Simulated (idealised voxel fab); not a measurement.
This is a process module. Its name is voxel gate over fins.
We display cut, a cross-section 235 nm in width whose square cells are each 5 nm.
In this document a cross-section is written as a grid of square cells. It is given as a series of bands, listed from the top down, and a band is one or more rows of cells. Heads up on the band format: heights come first, top then bottom, in nm. After that it's the materials left to right, each with its width in nm. A single material flagged "edge to edge" fills the whole band edge to edge, and "air" means there's empty space there. A quick word on heights: they are counted from 0, and under that level the wafer as it came to us is one material throughout. The lowest band is different from the rest in having no bottom; it simply continues downward, written as in "from 0 down". Width "30->40": first value at the band's top row of cells, second value at its bottom row, equal change from row to row. "identical to before" -> step changed no cross-section cell. This entry, "Voids, fully enclosed", enumerates those empty regions of no fewer than 8 cells that possess no open connection to the top. Each region is reported in the form width x height at distance, the distance being taken from the left edge, with all three quantities expressed in nm. Past the settings on a step's line: simulator remark, on that step. On any step carrying a mask, the "overlay nm" setting, if present on the step's line, tells how far right of its planned place the mask lay; negative values point to the left.
Planned step list for the process
1,RECEIVE,material Si
2,CONFORMAL_DEP,material SiN,thk nm 5
3,PATTERN,tone cover,mask id FINS,material resist,width nm 15,pitch nm 35,thk nm 15,overlay nm 0
4,DIRECTIONAL_ETCH,etch materials SiN,depth nm 5
5,DIRECTIONAL_ETCH,etch materials Si,depth nm 35
6,STRIP,etch materials resist
7,FILL_DEP,material SiO2,thk nm 5
8,CMP,height nm 5
9,SELECTIVE_ETCH,etch materials SiO2,depth nm 15
10,STRIP,etch materials SiN
11,CONFORMAL_DEP,material HfO2,thk nm 5
12,CONFORMAL_DEP,material TiN,thk nm 5
13,FILL_DEP,material W,thk nm 10
14,CMP,height nm 5
15,CONFORMAL_DEP,material SiN,thk nm 5
Wafer-to-wafer difference: height nm, step 14. Common start. Plan = first wafer's value.
First wafer of several, as received: cross-section after step 1
  from 0 down  Si edge to edge
  Voids, fully enclosed: none
First of several wafers, sectioned at end of module (last step: step 15)
  from 10 to 5  SiN edge to edge
  from 5 to 0  W=65; TiN=5; HfO2=25; TiN=10; HfO2=25; TiN=10; HfO2=25; TiN=5; W=65
  from 0 to -5  TiN=70; HfO2=5; Si=15; HfO2=5; TiN=10; HfO2=5; Si=15; HfO2=5; TiN=10; HfO2=5; Si=15; HfO2=5; TiN=70
  from -5 to -10  HfO2=75; Si=15; HfO2=20; Si=15; HfO2=20; Si=15; HfO2=75
  from -10 to -35  SiO2=75; Si=15; SiO2=20; Si=15; SiO2=20; Si=15; SiO2=75
  from -35 down  Si edge to edge
  Voids, fully enclosed: none
Here we cross-sectioned the last of the wafers once the module was done
  from 25 to 20  SiN edge to edge
  from 20 to 10  W edge to edge
  from 10 to 5  W=65; TiN=105; W=65
  from 5 to 0  W=65; TiN=5; HfO2=25; TiN=10; HfO2=25; TiN=10; HfO2=25; TiN=5; W=65
  from 0 to -5  TiN=70; HfO2=5; Si=15; HfO2=5; TiN=10; HfO2=5; Si=15; HfO2=5; TiN=10; HfO2=5; Si=15; HfO2=5; TiN=70
  from -5 to -10  HfO2=75; Si=15; HfO2=20; Si=15; HfO2=20; Si=15; HfO2=75
  from -10 to -35  SiO2=75; Si=15; SiO2=20; Si=15; SiO2=20; Si=15; SiO2=75
  from -35 down  Si edge to edge
  Voids, fully enclosed: none
Per-wafer rows below. For each material: cells gained (+) or lost (-) since the wafer was received, as of end of module. Then: closed voids
height nm 5; +59 HfO2; -266 Si; +47 SiN; +190 SiO2; +38 TiN; +26 W; Voids, fully enclosed: none
height nm 10; +59 HfO2; -266 Si; +47 SiN; +190 SiO2; +59 TiN; +52 W; Voids, fully enclosed: none
height nm 15; +59 HfO2; -266 Si; +47 SiN; +190 SiO2; +59 TiN; +99 W; Voids, fully enclosed: none
height nm 20; +59 HfO2; -266 Si; +47 SiN; +190 SiO2; +59 TiN; +146 W; Voids, fully enclosed: none
